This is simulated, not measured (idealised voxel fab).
Module name: voxel transistor to metal (process module)
It is cross-section cut that appears here, measuring 160 nm in width, its square cells being 5 nm in size.
Each cross-section below is a grid of square cells, stated as bands in top-down order, with one or more rows of cells making up each band. Within each band entry, the heights of the top and of the bottom of the band appear first, in that order and in nm; the materials of the band then follow from left to right, each with its corresponding width in nm. The designation "throughout" on a single material indicates that it fills the band from edge to edge; the designation "empty" indicates empty space. We count height from 0. Below that, the starting wafer is all one material. The lowest band never ends at the bottom but goes on down; see "top 0, no bottom" for how that is written. A width given as "30->40" starts at the first number in the band's top row and ends at the second number in its bottom row, shifting by an equal amount at every step from row to row. Step note "no modifications" = no cross-section cell changed. "Enclosed cavity list" specifies each empty space that is not open to the top and that occupies no fewer than 8 cells, using the form width x height at distance, the distance measured from the left edge and all three quantities in nm. The remark found on a step's line after its settings is issued by the simulator itself and pertains to that step. "overlay nm" on a masked step: distance the mask lay right of its planned place, negative for left.
Planned process steps:
1) RECEIVE, material Si
2) CONFORMAL_DEP, material SiO2, thk nm 5
3) CONFORMAL_DEP, material SiN, thk nm 15
4) DIRECTIONAL_DEP, material aC, thk nm 10
5) PATTERN, tone cover, mask id ACTIVE, material resist, width nm 90, thk nm 30, overlay nm 0
6) DIRECTIONAL_ETCH, etch materials aC, depth nm 10
7) STRIP, etch materials resist
8) DIRECTIONAL_ETCH, etch materials SiN, depth nm 15
9) DIRECTIONAL_ETCH, etch materials SiO2, depth nm 5
10) DIRECTIONAL_ETCH, etch materials Si, depth nm 35
11) STRIP, etch materials aC
12) FILL_DEP, material SiO2, thk nm 5
13) CMP, height nm 20
14) SELECTIVE_ETCH, etch materials SiO2, depth nm 10
15) STRIP, etch materials SiN
16) SELECTIVE_ETCH, etch materials SiO2, depth nm 5
17) OXIDIZE, depth nm 5
18) DIRECTIONAL_DEP, material polySi, thk nm 20
19) DIRECTIONAL_DEP, material SiCN, thk nm 10
20) PATTERN, tone cover, mask id GATE, material resist, width nm 20, thk nm 20, overlay nm 0
21) DIRECTIONAL_ETCH, etch materials SiCN, depth nm 20
22) DIRECTIONAL_ETCH, etch materials polySi, depth nm 30
23) STRIP, etch materials resist
24) CONFORMAL_DEP, material SiN, thk nm 5
25) DIRECTIONAL_ETCH, etch materials SiN, depth nm 5
26) DIRECTIONAL_ETCH, etch materials SiO2, depth nm 5
27) DIRECTIONAL_ETCH, etch materials Si, depth nm 10
28) EPI, material SiGe, thk nm 10
29) FILL_DEP, material SiO2, thk nm 10
30) CMP, height nm 30
31) DIRECTIONAL_DEP, material SiO2, thk nm 15
32) MASKED_ETCH, tone open, mask id CONTACT, width nm 15, pitch nm 65, etch materials SiO2, depth nm 50, overlay nm 0
33) CONFORMAL_DEP, material TiN, thk nm 5
34) FILL_DEP, material W, thk nm 5
35) CMP, height nm 45
36) DIRECTIONAL_DEP, material TiN, thk nm 5
37) DIRECTIONAL_DEP, material Ru, thk nm 15
38) MASKED_ETCH, tone cover, mask id METAL_1, width nm 15, pitch nm 65, etch materials Ru, depth nm 15, overlay nm 0
39) MASKED_ETCH, tone cover, mask id METAL_1, width nm 15, pitch nm 65, etch materials TiN, depth nm 5, overlay nm 0
40) FILL_DEP, material lowk, thk nm 5
41) CMP, height nm 65
42) CONFORMAL_DEP, material SiCN, thk nm 5
43) DIRECTIONAL_DEP, material lowk, thk nm 25
44) MASKED_ETCH, tone open, mask id METAL_2, width nm 15, pitch nm 65, etch materials lowk, depth nm 15, overlay nm 0
45) PATTERN, tone open, mask id METAL_2_HOLES, material resist, width nm 15, pitch nm 65, thk nm 20, overlay nm 0
46) DIRECTIONAL_ETCH, etch materials lowk, depth nm 10
47) DIRECTIONAL_ETCH, etch materials SiCN, depth nm 5
48) STRIP, etch materials resist
49) CONFORMAL_DEP, material TiN, thk nm 5
50) FILL_DEP, material Cu, thk nm 10
51) CMP, height nm 95
52) CONFORMAL_DEP, material SiCN, thk nm 5
Wafer, first of two, run as planned:
Cross-section of the wafer upon arrival, representing the state reached after step 1:
* top 0, no bottom | Si throughout
* Enclosed cavity list: none
The following cross-section depicts the wafer upon completion of step 2:
* top 5, bottom 0 | SiO2 throughout
* Heights below 0 show no change.
The following cross-section depicts the wafer upon completion of step 3:
* top 20, bottom 5 | SiN throughout
* Heights below 5 show no change.
The following cross-section depicts the wafer upon completion of step 4:
* top 30, bottom 20 | aC throughout
* Heights below 20 show no change.
The following cross-section depicts the wafer upon completion of step 5:
* top 60, bottom 30 | empty 35 nm / resist 90 nm / empty 35 nm
* Heights below 30 show no change.
The following cross-section depicts the wafer upon completion of step 6:
* top 50, bottom 30 | empty 35 nm / resist 90 nm / empty 35 nm
* top 30, bottom 20 | empty 35 nm / aC 90 nm / empty 35 nm
* Heights below 20 show no change.
The following cross-section depicts the wafer upon completion of step 7:
* top 30, bottom 20 | empty 35 nm / aC 90 nm / empty 35 nm
* Heights below 20 show no change.
The following cross-section depicts the wafer upon completion of step 8:
* top 30, bottom 20 | empty 35 nm / aC 90 nm / empty 35 nm
* top 20, bottom 5 | empty 35 nm / SiN 90 nm / empty 35 nm
* Heights below 5 show no change.
The following cross-section depicts the wafer upon completion of step 9:
* top 30, bottom 20 | empty 35 nm / aC 90 nm / empty 35 nm
* top 20, bottom 5 | empty 35 nm / SiN 90 nm / empty 35 nm
* top 5, bottom 0 | empty 35 nm / SiO2 90 nm / empty 35 nm
* Heights below 0 show no change.
The following cross-section depicts the wafer upon completion of step 10:
* top 30, bottom 20 | empty 35 nm / aC 90 nm / empty 35 nm
* top 20, bottom 5 | empty 35 nm / SiN 90 nm / empty 35 nm
* top 5, bottom 0 | empty 35 nm / SiO2 90 nm / empty 35 nm
* top 0, bottom -35 | empty 35 nm / Si 90 nm / empty 35 nm
* Heights below -35 show no change.
The following cross-section depicts the wafer upon completion of step 11:
* top 20, bottom 5 | empty 35 nm / SiN 90 nm / empty 35 nm
* Heights below 5 show no change.
The following cross-section depicts the wafer upon completion of step 12:
* top 25, bottom 20 | SiO2 throughout
* top 20, bottom 5 | SiO2 35 nm / SiN 90 nm / SiO2 35 nm
* top 5, bottom 0 | SiO2 throughout
* top 0, bottom -35 | SiO2 35 nm / Si 90 nm / SiO2 35 nm
* Heights below -35 show no change.
The following cross-section depicts the wafer upon completion of step 13:
* top 20, bottom 5 | SiO2 35 nm / SiN 90 nm / SiO2 35 nm
* Heights below 5 show no change.
The following cross-section depicts the wafer upon completion of step 14:
* top 20, bottom 10 | empty 35 nm / SiN 90 nm / empty 35 nm
* Heights below 10 show no change.
The following cross-section depicts the wafer upon completion of step 15:
* top 10, bottom 5 | SiO2 35 nm / empty 90 nm / SiO2 35 nm
* Heights below 5 show no change.
The following cross-section depicts the wafer upon completion of step 16:
* top 5, bottom 0 | SiO2 30 nm / empty 100 nm / SiO2 30 nm
* Heights below 0 show no change.
The following cross-section depicts the wafer upon completion of step 17:
* top 5, bottom 0 | SiO2 30 nm / empty 100 nm / SiO2 30 nm
* top 0, bottom -5 | SiO2 throughout
* Heights below -5 show no change.
The following cross-section depicts the wafer upon completion of step 18:
* top 25, bottom 20 | polySi 30 nm / empty 100 nm / polySi 30 nm
* top 20, bottom 5 | polySi throughout
* top 5, bottom 0 | SiO2 30 nm / polySi 100 nm / SiO2 30 nm
* Heights below 0 show no change.
The following cross-section depicts the wafer upon completion of step 19:
* top 35, bottom 30 | SiCN 30 nm / empty 100 nm / SiCN 30 nm
* top 30, bottom 25 | SiCN throughout
* top 25, bottom 20 | polySi 30 nm / SiCN 100 nm / polySi 30 nm
* Heights below 20 show no change.
The following cross-section depicts the wafer upon completion of step 20:
* top 55, bottom 35 | empty 70 nm / resist 20 nm / empty 70 nm
* top 35, bottom 30 | SiCN 30 nm / empty 40 nm / resist 20 nm / empty 40 nm / SiCN 30 nm
* Heights below 30 show no change.
The following cross-section depicts the wafer upon completion of step 21:
* top 55, bottom 30 | empty 70 nm / resist 20 nm / empty 70 nm
* top 30, bottom 25 | empty 70 nm / SiCN 20 nm / empty 70 nm
* top 25, bottom 20 | polySi 30 nm / empty 40 nm / SiCN 20 nm / empty 40 nm / polySi 30 nm
* Heights below 20 show no change.
The following cross-section depicts the wafer upon completion of step 22:
* top 55, bottom 30 | empty 70 nm / resist 20 nm / empty 70 nm
* top 30, bottom 20 | empty 70 nm / SiCN 20 nm / empty 70 nm
* top 20, bottom 5 | empty 70 nm / polySi 20 nm / empty 70 nm
* top 5, bottom 0 | SiO2 30 nm / empty 40 nm / polySi 20 nm / empty 40 nm / SiO2 30 nm
* Heights below 0 show no change.
The following cross-section depicts the wafer upon completion of step 23:
* top 30, bottom 20 | empty 70 nm / SiCN 20 nm / empty 70 nm
* Heights below 20 show no change.
The following cross-section depicts the wafer upon completion of step 24:
* top 35, bottom 30 | empty 65 nm / SiN 30 nm / empty 65 nm
* top 30, bottom 20 | empty 65 nm / SiN 5 nm / SiCN 20 nm / SiN 5 nm / empty 65 nm
* top 20, bottom 10 | empty 65 nm / SiN 5 nm / polySi 20 nm / SiN 5 nm / empty 65 nm
* top 10, bottom 5 | SiN 35 nm / empty 30 nm / SiN 5 nm / polySi 20 nm / SiN 5 nm / empty 30 nm / SiN 35 nm
* top 5, bottom 0 | SiO2 30 nm / SiN 40 nm / polySi 20 nm / SiN 40 nm / SiO2 30 nm
* Heights below 0 show no change.
The following cross-section depicts the wafer upon completion of step 25:
* top 30, bottom 20 | empty 65 nm / SiN 5 nm / SiCN 20 nm / SiN 5 nm / empty 65 nm
* top 20, bottom 5 | empty 65 nm / SiN 5 nm / polySi 20 nm / SiN 5 nm / empty 65 nm
* top 5, bottom 0 | SiO2 30 nm / SiN 5 nm / empty 30 nm / SiN 5 nm / polySi 20 nm / SiN 5 nm / empty 30 nm / SiN 5 nm / SiO2 30 nm
* Heights below 0 show no change.
The following cross-section depicts the wafer upon completion of step 26:
* top 30, bottom 20 | empty 65 nm / SiN 5 nm / SiCN 20 nm / SiN 5 nm / empty 65 nm
* top 20, bottom 5 | empty 65 nm / SiN 5 nm / polySi 20 nm / SiN 5 nm / empty 65 nm
* top 5, bottom 0 | empty 30 nm / SiN 5 nm / empty 30 nm / SiN 5 nm / polySi 20 nm / SiN 5 nm / empty 30 nm / SiN 5 nm / empty 30 nm
* top 0, bottom -5 | SiO2 35 nm / empty 30 nm / SiO2 30 nm / empty 30 nm / SiO2 35 nm
* Heights below -5 show no change.
The following cross-section depicts the wafer upon completion of step 27:
* top 30, bottom 20 | empty 65 nm / SiN 5 nm / SiCN 20 nm / SiN 5 nm / empty 65 nm
* top 20, bottom 5 | empty 65 nm / SiN 5 nm / polySi 20 nm / SiN 5 nm / empty 65 nm
* top 5, bottom 0 | empty 30 nm / SiN 5 nm / empty 30 nm / SiN 5 nm / polySi 20 nm / SiN 5 nm / empty 30 nm / SiN 5 nm / empty 30 nm
* top 0, bottom -5 | SiO2 35 nm / empty 30 nm / SiO2 30 nm / empty 30 nm / SiO2 35 nm
* top -5, bottom -15 | SiO2 35 nm / empty 30 nm / Si 30 nm / empty 30 nm / SiO2 35 nm
* Heights below -15 show no change.
The following cross-section depicts the wafer upon completion of step 28:
* top 30, bottom 20 | empty 65 nm / SiN 5 nm / SiCN 20 nm / SiN 5 nm / empty 65 nm
* top 20, bottom 5 | empty 65 nm / SiN 5 nm / polySi 20 nm / SiN 5 nm / empty 65 nm
* top 5, bottom 0 | empty 30 nm / SiN 5 nm / empty 20 nm / SiGe 10 nm / SiN 5 nm / polySi 20 nm / SiN 5 nm / SiGe 10 nm / empty 20 nm / SiN 5 nm / empty 30 nm
* top 0, bottom -5 | SiO2 35 nm / empty 20 nm / SiGe 10 nm / SiO2 30 nm / SiGe 10 nm / empty 20 nm / SiO2 35 nm
* top -5, bottom -15 | SiO2 35 nm / SiGe 30 nm / Si 30 nm / SiGe 30 nm / SiO2 35 nm
* Heights below -15 show no change.
The following cross-section depicts the wafer upon completion of step 29:
* top 40, bottom 30 | SiO2 throughout
* top 30, bottom 20 | SiO2 65 nm / SiN 5 nm / SiCN 20 nm / SiN 5 nm / SiO2 65 nm
* top 20, bottom 5 | SiO2 65 nm / SiN 5 nm / polySi 20 nm / SiN 5 nm / SiO2 65 nm
* top 5, bottom 0 | SiO2 30 nm / SiN 5 nm / SiO2 20 nm / SiGe 10 nm / SiN 5 nm / polySi 20 nm / SiN 5 nm / SiGe 10 nm / SiO2 20 nm / SiN 5 nm / SiO2 30 nm
* top 0, bottom -5 | SiO2 55 nm / SiGe 10 nm / SiO2 30 nm / SiGe 10 nm / SiO2 55 nm
* Heights below -5 show no change.
The following cross-section depicts the wafer upon completion of step 30:
* top 30, bottom 20 | SiO2 65 nm / SiN 5 nm / SiCN 20 nm / SiN 5 nm / SiO2 65 nm
* Heights below 20 show no change.
The following cross-section depicts the wafer upon completion of step 31:
* top 45, bottom 30 | SiO2 throughout
* Heights below 30 show no change.
The following cross-section depicts the wafer upon completion of step 32:
* top 45, bottom 30 | SiO2 40 nm / empty 15 nm / SiO2 50 nm / empty 15 nm / SiO2 40 nm
* top 30, bottom 20 | SiO2 40 nm / empty 15 nm / SiO2 10 nm / SiN 5 nm / SiCN 20 nm / SiN 5 nm / SiO2 10 nm / empty 15 nm / SiO2 40 nm
* top 20, bottom 5 | SiO2 40 nm / empty 15 nm / SiO2 10 nm / SiN 5 nm / polySi 20 nm / SiN 5 nm / SiO2 10 nm / empty 15 nm / SiO2 40 nm
* top 5, bottom 0 | SiO2 30 nm / SiN 5 nm / SiO2 5 nm / empty 15 nm / SiGe 10 nm / SiN 5 nm / polySi 20 nm / SiN 5 nm / SiGe 10 nm / empty 15 nm / SiO2 5 nm / SiN 5 nm / SiO2 30 nm
* top 0, bottom -5 | SiO2 40 nm / empty 15 nm / SiGe 10 nm / SiO2 30 nm / SiGe 10 nm / empty 15 nm / SiO2 40 nm
* Heights below -5 show no change.
The following cross-section depicts the wafer upon completion of step 33:
* top 50, bottom 45 | TiN 45 nm / empty 5 nm / TiN 60 nm / empty 5 nm / TiN 45 nm
* top 45, bottom 30 | SiO2 40 nm / TiN 5 nm / empty 5 nm / TiN 5 nm / SiO2 50 nm / TiN 5 nm / empty 5 nm / TiN 5 nm / SiO2 40 nm
* top 30, bottom 20 | SiO2 40 nm / TiN 5 nm / empty 5 nm / TiN 5 nm / SiO2 10 nm / SiN 5 nm / SiCN 20 nm / SiN 5 nm / SiO2 10 nm / TiN 5 nm / empty 5 nm / TiN 5 nm / SiO2 40 nm
* top 20, bottom 5 | SiO2 40 nm / TiN 5 nm / empty 5 nm / TiN 5 nm / SiO2 10 nm / SiN 5 nm / polySi 20 nm / SiN 5 nm / SiO2 10 nm / TiN 5 nm / empty 5 nm / TiN 5 nm / SiO2 40 nm
* top 5, bottom 0 | SiO2 30 nm / SiN 5 nm / SiO2 5 nm / TiN 5 nm / empty 5 nm / TiN 5 nm / SiGe 10 nm / SiN 5 nm / polySi 20 nm / SiN 5 nm / SiGe 10 nm / TiN 5 nm / empty 5 nm / TiN 5 nm / SiO2 5 nm / SiN 5 nm / SiO2 30 nm
* top 0, bottom -5 | SiO2 40 nm / TiN 15 nm / SiGe 10 nm / SiO2 30 nm / SiGe 10 nm / TiN 15 nm / SiO2 40 nm
* Heights below -5 show no change.
The following cross-section depicts the wafer upon completion of step 34:
* top 55, bottom 50 | W throughout
* top 50, bottom 45 | TiN 45 nm / W 5 nm / TiN 60 nm / W 5 nm / TiN 45 nm
* top 45, bottom 30 | SiO2 40 nm / TiN 5 nm / W 5 nm / TiN 5 nm / SiO2 50 nm / TiN 5 nm / W 5 nm / TiN 5 nm / SiO2 40 nm
* top 30, bottom 20 | SiO2 40 nm / TiN 5 nm / W 5 nm / TiN 5 nm / SiO2 10 nm / SiN 5 nm / SiCN 20 nm / SiN 5 nm / SiO2 10 nm / TiN 5 nm / W 5 nm / TiN 5 nm / SiO2 40 nm
* top 20, bottom 5 | SiO2 40 nm / TiN 5 nm / W 5 nm / TiN 5 nm / SiO2 10 nm / SiN 5 nm / polySi 20 nm / SiN 5 nm / SiO2 10 nm / TiN 5 nm / W 5 nm / TiN 5 nm / SiO2 40 nm
* top 5, bottom 0 | SiO2 30 nm / SiN 5 nm / SiO2 5 nm / TiN 5 nm / W 5 nm / TiN 5 nm / SiGe 10 nm / SiN 5 nm / polySi 20 nm / SiN 5 nm / SiGe 10 nm / TiN 5 nm / W 5 nm / TiN 5 nm / SiO2 5 nm / SiN 5 nm / SiO2 30 nm
* Heights below 0 show no change.
The following cross-section depicts the wafer upon completion of step 35:
* top 45, bottom 30 | SiO2 40 nm / TiN 5 nm / W 5 nm / TiN 5 nm / SiO2 50 nm / TiN 5 nm / W 5 nm / TiN 5 nm / SiO2 40 nm
* Heights below 30 show no change.
The following cross-section depicts the wafer upon completion of step 36:
* top 50, bottom 45 | TiN throughout
* Heights below 45 show no change.
The following cross-section depicts the wafer upon completion of step 37:
* top 65, bottom 50 | Ru throughout
* Heights below 50 show no change.
The following cross-section depicts the wafer upon completion of step 38:
* top 65, bottom 50 | empty 40 nm / Ru 15 nm / empty 50 nm / Ru 15 nm / empty 40 nm
* Heights below 50 show no change.
The following cross-section depicts the wafer upon completion of step 39:
* top 65, bottom 50 | empty 40 nm / Ru 15 nm / empty 50 nm / Ru 15 nm / empty 40 nm
* top 50, bottom 45 | empty 40 nm / TiN 15 nm / empty 50 nm / TiN 15 nm / empty 40 nm
* Heights below 45 show no change.
The following cross-section depicts the wafer upon completion of step 40:
* top 70, bottom 65 | lowk throughout
* top 65, bottom 50 | lowk 40 nm / Ru 15 nm / lowk 50 nm / Ru 15 nm / lowk 40 nm
* top 50, bottom 45 | lowk 40 nm / TiN 15 nm / lowk 50 nm / TiN 15 nm / lowk 40 nm
* Heights below 45 show no change.
The following cross-section depicts the wafer upon completion of step 41:
* top 65, bottom 50 | lowk 40 nm / Ru 15 nm / lowk 50 nm / Ru 15 nm / lowk 40 nm
* Heights below 50 show no change.
The following cross-section depicts the wafer upon completion of step 42:
* top 70, bottom 65 | SiCN throughout
* Heights below 65 show no change.
The following cross-section depicts the wafer upon completion of step 43:
* top 95, bottom 70 | lowk throughout
* Heights below 70 show no change.
The following cross-section depicts the wafer upon completion of step 44:
* top 95, bottom 80 | lowk 40 nm / empty 15 nm / lowk 50 nm / empty 15 nm / lowk 40 nm
* Heights below 80 show no change.
The following cross-section depicts the wafer upon completion of step 45:
* top 115, bottom 95 | resist 40 nm / empty 15 nm / resist 50 nm / empty 15 nm / resist 40 nm
* Heights below 95 show no change.
The following cross-section depicts the wafer upon completion of step 46:
* top 115, bottom 95 | resist 40 nm / empty 15 nm / resist 50 nm / empty 15 nm / resist 40 nm
* top 95, bottom 70 | lowk 40 nm / empty 15 nm / lowk 50 nm / empty 15 nm / lowk 40 nm
* Heights below 70 show no change.
The following cross-section depicts the wafer upon completion of step 47:
* top 115, bottom 95 | resist 40 nm / empty 15 nm / resist 50 nm / empty 15 nm / resist 40 nm
* top 95, bottom 70 | lowk 40 nm / empty 15 nm / lowk 50 nm / empty 15 nm / lowk 40 nm
* top 70, bottom 65 | SiCN 40 nm / empty 15 nm / SiCN 50 nm / empty 15 nm / SiCN 40 nm
* Heights below 65 show no change.
The following cross-section depicts the wafer upon completion of step 48:
* top 95, bottom 70 | lowk 40 nm / empty 15 nm / lowk 50 nm / empty 15 nm / lowk 40 nm
* Heights below 70 show no change.
The following cross-section depicts the wafer upon completion of step 49:
* top 100, bottom 95 | TiN 45 nm / empty 5 nm / TiN 60 nm / empty 5 nm / TiN 45 nm
* top 95, bottom 70 | lowk 40 nm / TiN 5 nm / empty 5 nm / TiN 5 nm / lowk 50 nm / TiN 5 nm / empty 5 nm / TiN 5 nm / lowk 40 nm
* top 70, bottom 65 | SiCN 40 nm / TiN 15 nm / SiCN 50 nm / TiN 15 nm / SiCN 40 nm
* Heights below 65 show no change.
The following cross-section depicts the wafer upon completion of step 50:
* top 110, bottom 100 | Cu throughout
* top 100, bottom 95 | TiN 45 nm / Cu 5 nm / TiN 60 nm / Cu 5 nm / TiN 45 nm
* top 95, bottom 70 | lowk 40 nm / TiN 5 nm / Cu 5 nm / TiN 5 nm / lowk 50 nm / TiN 5 nm / Cu 5 nm / TiN 5 nm / lowk 40 nm
* Heights below 70 show no change.
The following cross-section depicts the wafer upon completion of step 51:
* top 95, bottom 70 | lowk 40 nm / TiN 5 nm / Cu 5 nm / TiN 5 nm / lowk 50 nm / TiN 5 nm / Cu 5 nm / TiN 5 nm / lowk 40 nm
* Heights below 70 show no change.
The following cross-section depicts the wafer upon completion of step 52:
* top 100, bottom 95 | SiCN throughout
* Heights below 95 show no change.
Regarding the second of the two wafers: it shared the first wafer's starting condition and process plan, yet one error occurred during its execution. Its history coincides with that of the first wafer up to and including step 43:
Second wafer, section view, time point: scheduled end of step 44:
* top 95, bottom 80 | empty 40 nm / lowk 15 nm / empty 50 nm / lowk 15 nm / empty 40 nm
* Heights below 80 show no change.
Second wafer, section view, time point: scheduled end of step 45:
* top 115, bottom 95 | resist 40 nm / empty 15 nm / resist 50 nm / empty 15 nm / resist 40 nm
* top 95, bottom 80 | resist 40 nm / lowk 15 nm / resist 50 nm / lowk 15 nm / resist 40 nm
* Heights below 80 show no change.
Second wafer, section view, time point: scheduled end of step 46:
* top 115, bottom 85 | resist 40 nm / empty 15 nm / resist 50 nm / empty 15 nm / resist 40 nm
* Heights below 85 show no change.
Second wafer, section view, time point: scheduled end of step 47: no modifications
Second wafer, section view, time point: scheduled end of step 48:
* top 85, bottom 80 | empty 40 nm / lowk 15 nm / empty 50 nm / lowk 15 nm / empty 40 nm
* Heights below 80 show no change.
Second wafer, section view, time point: scheduled end of step 49:
* top 90, bottom 85 | empty 35 nm / TiN 25 nm / empty 40 nm / TiN 25 nm / empty 35 nm
* top 85, bottom 80 | TiN 40 nm / lowk 15 nm / TiN 50 nm / lowk 15 nm / TiN 40 nm
* Heights below 80 show no change.
Second wafer, section view, time point: scheduled end of step 50:
* top 100, bottom 90 | Cu throughout
* top 90, bottom 85 | Cu 35 nm / TiN 25 nm / Cu 40 nm / TiN 25 nm / Cu 35 nm
* Heights below 85 show no change.
Second wafer, section view, time point: scheduled end of step 51:
* top 95, bottom 90 | Cu throughout
* Heights below 90 show no change.
Second wafer, section view, time point: scheduled end of step 52:
* top 100, bottom 95 | SiCN throughout
* Heights below 95 show no change.
Want to know what went wrong? note that step 44 departed from the planned setting and was carried out as MASKED_ETCH, tone cover, mask id METAL_2, width nm 15, pitch nm 65, etch materials lowk, depth nm 15, overlay nm 0
Final cells, second wafer relative to first, materials higher or lower: +44 Cu, +6 SiCN, +10 TiN, -60 lowk
